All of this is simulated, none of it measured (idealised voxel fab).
This is a process module. Its name is voxel transistor to metal.
It is cross-section cut that appears here, measuring 210 nm in width, its square cells being 5 nm in size.
In this document a cross-section is written as a grid of square cells. It is given as a series of bands, listed from the top down, and a band is one or more rows of cells.
A band entry consists of two parts. The first gives the height of the band's top and the height of its bottom, in nm. The rest lists the band's materials from left to right, each with its width in nm. A single material labelled with the word "all across" fills the band from edge to edge, and the word "air" marks empty space.
Where do heights start? At 0: under that level the wafer as delivered is made of one material only. And the lowest band has no floor; it just carries on downward, as in "0 -> down".
A width given as "30 to 40" starts at the first number in the band's top row and ends at the second number in its bottom row, shifting by an equal amount at every step from row to row.
No cell of the cross-section changed in a step that is given as "identical to before".
Any empty space of 8 cells or more lacking an open way to the top shows up in "Sealed-off cavities" as width x height at distance, distance from the left edge, in nm.
On each step's line, the part that comes after the settings is the simulator's own comment on the step.
overlay nm: mask right of planned place by this much (step with mask). Neg. = left.

Listed below are the process steps as planned
1,RECEIVE with material Si
2,CONFORMAL_DEP with material SiO2, thk nm 5
3,CONFORMAL_DEP with material SiN, thk nm 10
4,DIRECTIONAL_DEP with material aC, thk nm 15
5,PATTERN with tone cover, mask id ACTIVE, material resist, width nm 105, thk nm 30, overlay nm 0
6,DIRECTIONAL_ETCH with etch materials aC, depth nm 15
7,STRIP with etch materials resist
8,DIRECTIONAL_ETCH with etch materials SiN, depth nm 10
9,DIRECTIONAL_ETCH with etch materials SiO2, depth nm 5
10,DIRECTIONAL_ETCH with etch materials Si, depth nm 35
11,STRIP with etch materials aC
12,OXIDIZE with depth nm 5
13,FILL_DEP with material SiO2, thk nm 5
14,CMP with height nm 15
15,SELECTIVE_ETCH with etch materials SiO2, depth nm 10
16,STRIP with etch materials SiN
17,SELECTIVE_ETCH with etch materials SiO2, depth nm 5
18,OXIDIZE with depth nm 5
19,DIRECTIONAL_DEP with material polySi, thk nm 30
20,DIRECTIONAL_DEP with material SiCN, thk nm 15
21,PATTERN with tone cover, mask id GATE, material resist, width nm 25, thk nm 20, overlay nm 0
22,DIRECTIONAL_ETCH with etch materials SiCN, depth nm 25
23,DIRECTIONAL_ETCH with etch materials polySi, depth nm 40
24,STRIP with etch materials resist
25,CONFORMAL_DEP with material SiN, thk nm 5
26,DIRECTIONAL_ETCH with etch materials SiN, depth nm 5
27,DIRECTIONAL_ETCH with etch materials SiO2, depth nm 5
28,EPI with material pSi, thk nm 5
29,FILL_DEP with material SiO2, thk nm 5
30,CMP with height nm 30
31,STRIP with etch materials polySi
32,SELECTIVE_ETCH with etch materials SiO2, depth nm 5
33,CONFORMAL_DEP with material HfO2, thk nm 5
34,CONFORMAL_DEP with material TiN, thk nm 5
35,FILL_DEP with material W, thk nm 10
36,CMP with height nm 25
37,DIRECTIONAL_DEP with material SiO2, thk nm 15
38,MASKED_ETCH with tone open, mask id CONTACT, width nm 15, pitch nm 70, etch materials SiO2, depth nm 40, overlay nm 0
39,CONFORMAL_DEP with material TiN, thk nm 5
40,FILL_DEP with material W, thk nm 10
41,CMP with height nm 40
42,DIRECTIONAL_DEP with material TiN, thk nm 5
43,DIRECTIONAL_DEP with material Ru, thk nm 20
44,MASKED_ETCH with tone cover, mask id METAL_1, width nm 15, pitch nm 70, etch materials Ru, depth nm 20, overlay nm 0
45,MASKED_ETCH with tone cover, mask id METAL_1, width nm 15, pitch nm 70, etch materials TiN, depth nm 5, overlay nm 0
46,FILL_DEP with material lowk, thk nm 5
47,CMP with height nm 65
48,CONFORMAL_DEP with material SiCN, thk nm 5

As received (post step 1): cross-section
> 0 -> down: Si all across
> Sealed-off cavities: none

Figure: cross-sectional view of the wafer upon completion of the module, processed from the initial state and according to the plan depicted above, with one error introduced during execution
> 70 -> 65: SiCN all across
> 65 -> 45: lowk 50 | Ru 15 | lowk 55 | Ru 15 | lowk 75
> 45 -> 40: lowk 50 | TiN 25 | lowk 45 | TiN 25 | lowk 65
> 40 -> 25: SiO2 60 | TiN 5 | W 5 | TiN 5 | SiO2 55 | TiN 5 | W 5 | TiN 5 | SiO2 65
> 25 -> 5: SiO2 60 | TiN 5 | W 5 | TiN 5 | SiO2 10 | SiN 5 | HfO2 5 | TiN 5 | W 5 | TiN 5 | HfO2 5 | SiN 5 | SiO2 10 | TiN 5 | W 5 | TiN 5 | SiO2 65
> 5 -> 0: SiO2 60 | TiN 15 | SiO2 10 | SiN 5 | HfO2 5 | TiN 15 | HfO2 5 | SiN 5 | SiO2 10 | TiN 15 | SiO2 65
> 0 -> -5: SiO2 50 | pSi 35 | HfO2 35 | pSi 35 | SiO2 55
> -5 -> -40: SiO2 55 | Si 95 | SiO2 60
> -40 -> down: Si all across
> Sealed-off cavities: none
Deviation noted in wafer processing: step 44 ran differently from the plan; actual operation with settings: MASKED_ETCH with tone cover, mask id METAL_1, width nm 15, pitch nm 70, etch materials Ru, depth nm 20, overlay nm -10
